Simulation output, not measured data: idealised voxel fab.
The name of this process module is voxel wiring stack.
Square cell edge 5 nm, section width 185 nm, ID cut.
This document writes a cross-section as a grid whose cells are square, and gives it as bands, listed from the top down; one or more rows of cells form a band. Top height, bottom height, nm. Materials left to right, width each, nm. Single material + "everywhere" = fills band edge to edge. "air" = empty. All heights in this document are referenced to 0, defined as the level beneath which the wafer, as received, consists entirely of one material. The lowest band is not bounded below; it extends indefinitely downward and is written in the form "0..down". A two-number width, for instance "30->40", indicates that the width is equal to the first number in the top row of the band and to the second number in the bottom row, and that it changes by a constant amount per row of cells. Basically "remained the same" means that step didn't change any cell in the cross-section. For the entry "Entrapped voids", the listed items are empty spaces with no open way to the top whose size is 8 cells or more; each item follows the pattern width x height at distance, where distance is from the left edge and all three are in nm. It should be noted that, on the line of a given step, the content following the step's settings is a remark produced by the simulator itself with respect to that step. The line of a step may include "overlay nm". On a step with a mask, this value is how far to the right of its planned place the mask lay. A negative value means the mask lay to the left.

-- This section lists the process steps that were planned
step 1: RECEIVE [material Si]
step 2: CONFORMAL_DEP [material SiO2] [thk nm 10]
step 3: CONFORMAL_DEP [material SiCN] [thk nm 5]
step 4: DIRECTIONAL_DEP [material SiO2] [thk nm 20]
step 5: PATTERN [tone open] [mask id METAL_1] [material resist] [width nm 25] [pitch nm 40] [thk nm 15] [overlay nm 0]
step 6: DIRECTIONAL_ETCH [etch materials SiO2] [depth nm 20]
step 7: DIRECTIONAL_ETCH [etch materials SiCN] [depth nm 5]
step 8: STRIP [etch materials resist]
step 9: CONFORMAL_DEP [material TiN] [thk nm 5]
step 10: FILL_DEP [material Cu] [thk nm 5]
step 11: CMP [height nm 35]
step 12: CONFORMAL_DEP [material SiCN] [thk nm 5]
step 13: DIRECTIONAL_DEP [material SiO2] [thk nm 30]
step 14: MASKED_ETCH [tone open] [mask id METAL_2_HOLES] [width nm 15] [pitch nm 80] [etch materials SiO2] [depth nm 30] [overlay nm 0]
step 15: MASKED_ETCH [tone open] [mask id METAL_2] [width nm 25] [pitch nm 40] [etch materials SiO2] [depth nm 20] [overlay nm 0]
step 16: MASKED_ETCH [tone open] [mask id METAL_2] [width nm 25] [pitch nm 40] [etch materials SiCN] [depth nm 5] [overlay nm 0]
step 17: CONFORMAL_DEP [material TiN] [thk nm 5]
step 18: FILL_DEP [material Cu] [thk nm 10]
step 19: CMP [height nm 70]
step 20: CONFORMAL_DEP [material SiN] [thk nm 5]

-- Cross-section of the wafer as it came to us, i.e., already through step 1
* 0..down | Si everywhere
* Entrapped voids: none

-- Run as planned - first of the two wafers cross-sectioned at the end of the module
* 75..70 | SiN everywhere
* 70..55 | 20 nm SiO2, 5 nm TiN, 15 nm Cu, 5 nm TiN, 15 nm SiO2, 5 nm TiN, 15 nm Cu, 5 nm TiN, 15 nm SiO2, 5 nm TiN, 15 nm Cu, 5 nm TiN, 15 nm SiO2, 5 nm TiN, 15 nm Cu, 5 nm TiN, 20 nm SiO2
* 55..50 | 20 nm SiO2, 5 nm TiN, 5 nm Cu, 15 nm TiN, 15 nm SiO2, 25 nm TiN, 15 nm SiO2, 5 nm TiN, 5 nm Cu, 15 nm TiN, 15 nm SiO2, 25 nm TiN, 20 nm SiO2
* 50..40 | 20 nm SiO2, 5 nm TiN, 5 nm Cu, 5 nm TiN, 65 nm SiO2, 5 nm TiN, 5 nm Cu, 5 nm TiN, 70 nm SiO2
* 40..35 | 20 nm SiCN, 15 nm TiN, 65 nm SiCN, 15 nm TiN, 70 nm SiCN
* 35..15 | 20 nm SiO2, 5 nm TiN, 15 nm Cu, 5 nm TiN, 15 nm SiO2, 5 nm TiN, 15 nm Cu, 5 nm TiN, 15 nm SiO2, 5 nm TiN, 15 nm Cu, 5 nm TiN, 15 nm SiO2, 5 nm TiN, 15 nm Cu, 5 nm TiN, 20 nm SiO2
* 15..10 | 20 nm SiCN, 25 nm TiN, 15 nm SiCN, 25 nm TiN, 15 nm SiCN, 25 nm TiN, 15 nm SiCN, 25 nm TiN, 20 nm SiCN
* 10..0 | SiO2 everywhere
* 0..down | Si everywhere
* Entrapped voids: none

-- Cross-section, second wafer: same start as the first, same plan as the first, one mistake in running it; taken at the end of the module
* 75..70 | SiN everywhere
* 70..55 | 20 nm SiO2, 5 nm TiN, 15 nm Cu, 5 nm TiN, 15 nm SiO2, 5 nm TiN, 15 nm Cu, 5 nm TiN, 15 nm SiO2, 5 nm TiN, 15 nm Cu, 5 nm TiN, 15 nm SiO2, 5 nm TiN, 15 nm Cu, 5 nm TiN, 20 nm SiO2
* 55..50 | 20 nm SiO2, 5 nm TiN, 10 nm Cu, 10 nm TiN, 15 nm SiO2, 25 nm TiN, 15 nm SiO2, 5 nm TiN, 10 nm Cu, 10 nm TiN, 15 nm SiO2, 25 nm TiN, 20 nm SiO2
* 50..40 | 20 nm SiO2, 5 nm TiN, 10 nm Cu, 5 nm TiN, 60 nm SiO2, 5 nm TiN, 10 nm Cu, 5 nm TiN, 65 nm SiO2
* 40..35 | 20 nm SiCN, 20 nm TiN, 60 nm SiCN, 20 nm TiN, 65 nm SiCN
* 35..15 | 20 nm SiO2, 5 nm TiN, 15 nm Cu, 5 nm TiN, 15 nm SiO2, 5 nm TiN, 15 nm Cu, 5 nm TiN, 15 nm SiO2, 5 nm TiN, 15 nm Cu, 5 nm TiN, 15 nm SiO2, 5 nm TiN, 15 nm Cu, 5 nm TiN, 20 nm SiO2
* 15..10 | 20 nm SiCN, 25 nm TiN, 15 nm SiCN, 25 nm TiN, 15 nm SiCN, 25 nm TiN, 15 nm SiCN, 25 nm TiN, 20 nm SiCN
* 10..0 | SiO2 everywhere
* 0..down | Si everywhere
* Entrapped voids: none
What broke from the plan during processing? in deviation from the planned setting, step 14 was conducted as MASKED_ETCH [tone open] [mask id METAL_2_HOLES] [width nm 20] [pitch nm 80] [etch materials SiO2] [depth nm 30] [overlay nm 0]
Final cells, second wafer relative to first, materials higher or lower: +6 Cu, -2 SiCN, -4 SiO2
